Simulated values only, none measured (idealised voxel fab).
A process module follows: voxel transistor to metal.
150 nm wide, 5 nm square cells: that's cross-section cut.
Cross-section, as written here: a square-cell grid given band by band from the top down, where a band holds one or more rows of cells.
First you get the band's top height and its bottom height, in nm, and then the materials it's made of, left to right, with each width in nm. If you see a single material with "everywhere", that one covers the band edge to edge. "air" is empty space.
A quick word on heights: they are counted from 0, and under that level the wafer as it came to us is one material throughout. The lowest band is different from the rest in having no bottom; it simply continues downward, written as in "0 and below".
It should be noted that a width expressed as "30->40" varies in equal increments from row to row of cells within the band, taking the value of the first number at the top row and that of the second number at the bottom row.
No cell of the cross-section changed in a step that is given as "stayed the same".
What "Unvented cavities" gives you is every empty space of 8 cells or more that is cut off from the top. Each appears as width x height at distance, with the distance taken from the left edge and width, height and distance all in nm.
Anything after a step's settings on that line? It's the simulator's own note about the step.
overlay nm: for a step with a mask, the amount by which the mask lay right of where it was planned; a negative amount means left of it.
These are the steps we planned for the process
1,RECEIVE [material Si]
2,CONFORMAL_DEP [material SiO2] [thk nm 5]
3,CONFORMAL_DEP [material SiN] [thk nm 10]
4,DIRECTIONAL_DEP [material aC] [thk nm 15]
5,PATTERN [tone cover] [mask id ACTIVE] [material resist] [width nm 115] [thk nm 35] [overlay nm 0]
6,DIRECTIONAL_ETCH [etch materials aC] [depth nm 15]
7,STRIP [etch materials resist]
8,DIRECTIONAL_ETCH [etch materials SiN] [depth nm 10]
9,DIRECTIONAL_ETCH [etch materials SiO2] [depth nm 5]
10,DIRECTIONAL_ETCH [etch materials Si] [depth nm 35]
11,STRIP [etch materials aC]
12,FILL_DEP [material SiO2] [thk nm 10]
13,CMP [height nm 15]
14,SELECTIVE_ETCH [etch materials SiO2] [depth nm 5]
15,STRIP [etch materials SiN]
16,SELECTIVE_ETCH [etch materials SiO2] [depth nm 5]
17,OXIDIZE [depth nm 5]
18,DIRECTIONAL_DEP [material polySi] [thk nm 30]
19,DIRECTIONAL_DEP [material SiCN] [thk nm 15]
20,DIRECTIONAL_DEP [material aC] [thk nm 15]
21,PATTERN [tone cover] [mask id GATE] [material resist] [width nm 35] [thk nm 35] [overlay nm 0]
22,DIRECTIONAL_ETCH [etch materials aC] [depth nm 15]
23,STRIP [etch materials resist]
24,DIRECTIONAL_ETCH [etch materials SiCN] [depth nm 25]
25,DIRECTIONAL_ETCH [etch materials polySi] [depth nm 40]
26,STRIP [etch materials aC]
27,CONFORMAL_DEP [material SiN] [thk nm 10]
28,DIRECTIONAL_ETCH [etch materials SiN] [depth nm 10]
29,DIRECTIONAL_ETCH [etch materials SiO2] [depth nm 5]
30,DIRECTIONAL_ETCH [etch materials Si] [depth nm 15]
31,EPI [material pSi] [thk nm 15]
32,FILL_DEP [material SiO2] [thk nm 5]
33,CMP [height nm 30]
34,STRIP [etch materials polySi]
35,SELECTIVE_ETCH [etch materials SiO2] [depth nm 5]
36,CONFORMAL_DEP [material HfO2] [thk nm 5]
37,CONFORMAL_DEP [material TiN] [thk nm 5]
38,FILL_DEP [material W] [thk nm 5]
39,CMP [height nm 25]
40,DIRECTIONAL_DEP [material SiO2] [thk nm 10]
41,DIRECTIONAL_DEP [material aC] [thk nm 15]
42,PATTERN [tone open] [mask id CONTACT] [material resist] [width nm 15] [pitch nm 90] [thk nm 35] [overlay nm 0]
43,DIRECTIONAL_ETCH [etch materials aC] [depth nm 15]
44,STRIP [etch materials resist]
45,DIRECTIONAL_ETCH [etch materials SiO2] [depth nm 25]
46,STRIP [etch materials aC]
47,CONFORMAL_DEP [material TiN] [thk nm 5]
48,FILL_DEP [material Ru] [thk nm 10]
49,CMP [height nm 35]
50,DIRECTIONAL_DEP [material TiN] [thk nm 5]
51,DIRECTIONAL_DEP [material W] [thk nm 20]
52,PATTERN [tone cover] [mask id METAL_1] [material resist] [width nm 15] [pitch nm 90] [thk nm 20] [overlay nm 0]
53,DIRECTIONAL_ETCH [etch materials W] [depth nm 20]
54,DIRECTIONAL_ETCH [etch materials TiN] [depth nm 5]
55,STRIP [etch materials resist]
56,CONFORMAL_DEP [material SiN] [thk nm 5]
57,FILL_DEP [material lowk] [thk nm 10]
58,CMP [height nm 60]
59,CONFORMAL_DEP [material SiCN] [thk nm 5]
60,DIRECTIONAL_DEP [material lowk] [thk nm 25]
61,MASKED_ETCH [tone open] [mask id METAL_2] [width nm 15] [pitch nm 90] [etch materials lowk] [depth nm 15] [overlay nm 0]
62,MASKED_ETCH [tone open] [mask id METAL_2_HOLES] [width nm 15] [pitch nm 90] [etch materials lowk] [depth nm 10] [overlay nm 0]
63,MASKED_ETCH [tone open] [mask id METAL_2_HOLES] [width nm 15] [pitch nm 90] [etch materials SiCN] [depth nm 5] [overlay nm 0]
64,CONFORMAL_DEP [material TiN] [thk nm 5]
65,FILL_DEP [material Ru] [thk nm 5]
66,CMP [height nm 90]
67,CONFORMAL_DEP [material SiCN] [thk nm 5]
Incoming wafer, cross-sectional view, post step 1
    0 and below | Si everywhere
    Unvented cavities: none
a wafer at the end: this start, this plan, one mistake
    95 down to 90 | SiCN everywhere
    90 down to 65 | lowk 20 / TiN 5 / Ru 5 / TiN 5 / lowk 75 / TiN 5 / Ru 5 / TiN 5 / lowk 25
    65 down to 60 | SiCN 20 / TiN 15 / SiCN 75 / TiN 15 / SiCN 25
    60 down to 40 | lowk 15 / SiN 5 / W 15 / SiN 5 / lowk 65 / SiN 5 / W 15 / SiN 5 / lowk 20
    40 down to 35 | SiN 20 / TiN 15 / SiN 75 / TiN 15 / SiN 25
    35 down to 25 | SiO2 20 / TiN 5 / Ru 5 / TiN 5 / SiO2 75 / TiN 5 / Ru 5 / TiN 5 / SiO2 25
    25 down to 15 | SiO2 20 / TiN 5 / Ru 5 / TiN 5 / SiO2 10 / SiN 10 / HfO2 5 / TiN 5 / W 15 / TiN 5 / HfO2 5 / SiN 10 / SiO2 10 / TiN 5 / Ru 5 / TiN 5 / SiO2 25
    15 down to 10 | SiO2 20 / TiN 15 / SiO2 10 / SiN 10 / HfO2 5 / TiN 5 / W 15 / TiN 5 / HfO2 5 / SiN 10 / SiO2 10 / TiN 15 / SiO2 25
    10 down to 5 | pSi 15 / SiO2 30 / SiN 10 / HfO2 5 / TiN 25 / HfO2 5 / SiN 10 / SiO2 30 / pSi 20
    5 down to 0 | pSi 10 / SiN 10 / SiO2 30 / HfO2 45 / SiO2 30 / SiN 10 / pSi 15
    0 down to -5 | pSi 10 / SiO2 125 / pSi 15
    -5 down to -20 | pSi 10 / Si 5 / SiO2 115 / Si 5 / pSi 15
    -20 down to -35 | Si 15 / SiO2 115 / Si 20
    -35 and below | Si everywhere
    Unvented cavities: none
what went wrong: step 5 ran as: PATTERN [tone open] [mask id ACTIVE] [material resist] [width nm 115] [thk nm 35] [overlay nm 0]
